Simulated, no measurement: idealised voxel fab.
The process module presented herein is designated voxel lift off.
FYI the section here is cut, 300 nm wide, cells are 5 nm squares.
Notation: cross-section as square-cell grid; stated in bands, top first, going down; one or more cell rows per band. The band entry comprises the height of the band's top followed by the height of its bottom, expressed in nm, and subsequently the band's materials from left to right, each stated together with its width in nm. Where a single material is marked with the word "throughout", that material fills the band from edge to edge. The word "blank" represents empty space. Zero point of the height axis is 0; under it, received wafer = one material. Lowest band: continues down indefinitely, "0 nm and below". Quick explanation for "30..40": the width changes in equal steps down the rows of cells, from the first number in the band's top row to the second number in its bottom row. "same as before" (step): cross-section cells unchanged, all of them. "Completely enclosed voids" means: voids of 8 cells or more that are shut off from the top with no open way through. Written width x height at distance, distance from the left edge, in nm. Anything after a step's settings on that line? It's the simulator's own note about the step. For masked steps, "overlay nm" on the step line gives how far right of plan the mask actually lay; a minus sign means it lay to the left.

### Below is the list of planned process steps
- 1: RECEIVE,material Si
- 2: CONFORMAL_DEP,material SiN,thk nm 10
- 3: PATTERN,tone open,mask id LINES,material resist,width nm 30,pitch nm 60,thk nm 15,overlay nm 0
- 4: DIRECTIONAL_DEP,material Ru,thk nm 5
- 5: STRIP,etch materials resist
- 6: CONFORMAL_DEP,material SiN,thk nm 5

### The cross-section here shows the wafer as received, i.e. in its state after step 1
  0 nm and below = Si throughout
  Completely enclosed voids: none

### Cross-section, first of two wafers, end of module, run as planned
  20 nm to 15 nm = 40 blank, then 40 SiN, then 20 blank, then 40 SiN, then 20 blank, then 40 SiN, then 20 blank, then 40 SiN, then 40 blank
  15 nm to 10 nm = 45 SiN, then 30 Ru, then 30 SiN, then 30 Ru, then 30 SiN, then 30 Ru, then 30 SiN, then 30 Ru, then 45 SiN
  10 nm to 0 nm = SiN throughout
  0 nm and below = Si throughout
  Completely enclosed voids: none

### End of module, second wafer, cross-section. Started like the first, planned like the first, run with one mistake
  25 nm to 20 nm = 40 blank, then 40 SiN, then 20 blank, then 40 SiN, then 20 blank, then 40 SiN, then 20 blank, then 40 SiN, then 40 blank
  20 nm to 15 nm = 45 SiN, then 30 Ru, then 30 SiN, then 30 Ru, then 30 SiN, then 30 Ru, then 30 SiN, then 30 Ru, then 45 SiN
  15 nm to 0 nm = SiN throughout
  0 nm and below = Si throughout
  Completely enclosed voids: none
Error vs. plan: step 2 ran with different settings than intended, the actual operation and settings being CONFORMAL_DEP,material SiN,thk nm 15
Final comparison by cell count, materials where the second wafer has more or fewer than the first: 60 more of SiN
